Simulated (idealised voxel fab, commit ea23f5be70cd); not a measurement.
process module | voxel fin reveal
cross-section cut | 160 nm wide | cells 5 nm
A cross-section is a grid of square cells, given in bands from the top down. A band is one or more rows of cells.
Each band's line starts with the height of the band's top and of its bottom, in nm. Then come its materials from left to right, each with its width in nm. One material with "throughout" fills the band from edge to edge. "air" is empty space.
Height 0 is the level under which the wafer as received is all one material. The lowest band goes on downwards, as in "0 down".
A width such as "30 to 40" changes by the same amount from each row of cells to the next, from the band's top row to its bottom row.
"no change" after a step means that no cell of the cross-section changed.
closed voids: empty space of 8 cells or more with no open way to the top, each as width x height at its distance from the left edge, in nm
after a step's settings: what the simulator itself notes on the step
overlay nm, on a step with a mask: how far to the right of its planned place the mask lay; to the left if negative
plan
1 op RECEIVE | material Si
2 op CONFORMAL_DEP | material SiN | thk nm 5
3 op PATTERN | tone cover | mask id FINS | material resist | width nm 15 | pitch nm 35 | thk nm 20 | overlay nm -15
4 op DIRECTIONAL_ETCH | etch materials SiN | depth nm 5
5 op DIRECTIONAL_ETCH | etch materials Si | depth nm 40
6 op STRIP | etch materials resist
7 op FILL_DEP | material SiO2 | thk nm 15
8 op CMP | height nm 5
9 op SELECTIVE_ETCH | etch materials SiO2 | depth nm 35
10 op STRIP | etch materials SiN
varied across the wafers: overlay nm of step 3. The plan shows the first wafer's value. All wafers start alike
first wafer as received, after step 1
  0 down: Si throughout
  closed voids: none
first wafer at the end, after step 10
  0 to -30: air 20 | Si 15 | air 20 | Si 15 | air 20 | Si 15 | air 55
  -30 to -40: SiO2 20 | Si 15 | SiO2 20 | Si 15 | SiO2 20 | Si 15 | SiO2 55
  -40 down: Si throughout
  closed voids: none
last wafer at the end
  0 to -30: air 50 | Si 15 | air 20 | Si 15 | air 20 | Si 15 | air 25
  -30 to -40: SiO2 50 | Si 15 | SiO2 20 | Si 15 | SiO2 20 | Si 15 | SiO2 25
  -40 down: Si throughout
  closed voids: none
each wafer at the end: cells of each material gained (+) or lost (-) since it was received, then its closed voids
overlay nm -15 | -184 Si | +46 SiO2 | closed voids: none
overlay nm -10 | -184 Si | +46 SiO2 | closed voids: none
overlay nm -5 | -184 Si | +46 SiO2 | closed voids: none
overlay nm 0 | -184 Si | +46 SiO2 | closed voids: none
overlay nm 5 | -184 Si | +46 SiO2 | closed voids: none
overlay nm 10 | -184 Si | +46 SiO2 | closed voids: none
overlay nm 15 | -184 Si | +46 SiO2 | closed voids: none
